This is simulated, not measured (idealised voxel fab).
A process module follows: voxel wiring stack.
This is section cut - it's 250 nm across, gridded in 5 nm square cells.
This document writes a cross-section as a grid whose cells are square, and gives it as bands, listed from the top down; one or more rows of cells form a band. It is stipulated that each band's entry specify, in nanometres, the height of the top of the band and then that of its bottom, followed by the materials of the band in left-to-right sequence, each together with its width in nanometres. A single material marked by the word "all across" is understood to fill the band from edge to edge; the word "air" is understood to denote empty space. We count height from 0. Below that, the starting wafer is all one material. The lowest band never ends at the bottom but goes on down; see "0 down" for how that is written. Note: "30..40" means the width goes from the first number (top row of the band) to the second number (bottom row) in equal steps per row of cells. Where a step carries "remains unaltered", the cross-section came out of it unchanged, cell for cell. Empty spaces without an open route to the top, at least 8 cells in extent, make up the entry "Closed internal voids"; each is given as width x height at distance, where the distance is measured from the left edge, and all are in nm. The remark found on a step's line after its settings is issued by the simulator itself and pertains to that step. overlay nm: mask right of planned place by this much (step with mask). Neg. = left.
### Steps in the process plan
1) RECEIVE,material Si
2) CONFORMAL_DEP,material SiO2,thk nm 15
3) CONFORMAL_DEP,material SiN,thk nm 5
4) DIRECTIONAL_DEP,material lowk,thk nm 20
5) MASKED_ETCH,tone open,mask id METAL_1,width nm 30,pitch nm 60,etch materials lowk,depth nm 20,overlay nm 0
6) MASKED_ETCH,tone open,mask id METAL_1,width nm 30,pitch nm 60,etch materials SiN,depth nm 5,overlay nm 0
7) CONFORMAL_DEP,material TiN,thk nm 5
8) FILL_DEP,material Cu,thk nm 10
9) CMP,height nm 40
10) CONFORMAL_DEP,material SiCN,thk nm 5
11) DIRECTIONAL_DEP,material lowk,thk nm 20
12) PATTERN,tone open,mask id PLUG_1,material resist,width nm 15,pitch nm 60,thk nm 15,overlay nm 0
13) DIRECTIONAL_ETCH,etch materials lowk,depth nm 20
14) DIRECTIONAL_ETCH,etch materials SiCN,depth nm 5
15) STRIP,etch materials resist
16) CONFORMAL_DEP,material TiN,thk nm 5
17) FILL_DEP,material Ru,thk nm 5
18) CMP,height nm 65
19) CONFORMAL_DEP,material SiN,thk nm 5
20) DIRECTIONAL_DEP,material SiO2,thk nm 15
21) DIRECTIONAL_DEP,material aC,thk nm 15
22) PATTERN,tone open,mask id METAL_2,material resist,width nm 30,pitch nm 60,thk nm 35,overlay nm 0
23) DIRECTIONAL_ETCH,etch materials aC,depth nm 15
24) STRIP,etch materials resist
25) DIRECTIONAL_ETCH,etch materials SiO2,depth nm 15
26) DIRECTIONAL_ETCH,etch materials SiN,depth nm 5
27) STRIP,etch materials aC
28) CONFORMAL_DEP,material TiN,thk nm 5
29) FILL_DEP,material Cu,thk nm 5
30) CMP,height nm 85
31) CONFORMAL_DEP,material SiN,thk nm 5
### Step 1 complete: cross-section of the wafer as received
  0 down = Si all across
  Closed internal voids: none
### Cross-section, end of module. Start: as above. Plan: as above. Execution: one mistake
  90 to 85 = SiN all across
  85 to 70 = 50 of SiO2 | 5 of TiN | 20 of Cu | 5 of TiN | 30 of SiO2 | 5 of TiN | 20 of Cu | 5 of TiN | 30 of SiO2 | 5 of TiN | 20 of Cu | 5 of TiN | 50 of SiO2
  70 to 65 = 50 of SiN | 30 of TiN | 30 of SiN | 30 of TiN | 30 of SiN | 30 of TiN | 50 of SiN
  65 to 45 = 50 of lowk | 5 of TiN | 5 of Ru | 5 of TiN | 45 of lowk | 5 of TiN | 5 of Ru | 5 of TiN | 45 of lowk | 5 of TiN | 5 of Ru | 5 of TiN | 65 of lowk
  45 to 40 = 50 of SiCN | 15 of TiN | 45 of SiCN | 15 of TiN | 45 of SiCN | 15 of TiN | 65 of SiCN
  40 to 25 = 50 of lowk | 5 of TiN | 20 of Cu | 5 of TiN | 30 of lowk | 5 of TiN | 20 of Cu | 5 of TiN | 30 of lowk | 5 of TiN | 20 of Cu | 5 of TiN | 50 of lowk
  25 to 20 = 50 of lowk | 30 of TiN | 30 of lowk | 30 of TiN | 30 of lowk | 30 of TiN | 50 of lowk
  20 to 5 = SiO2 all across
  5 to 0 = SiN all across
  0 down = Si all across
  Closed internal voids: none
What was the processing mistake? contrary to the plan, steps 2 and 3 were processed in exchanged order
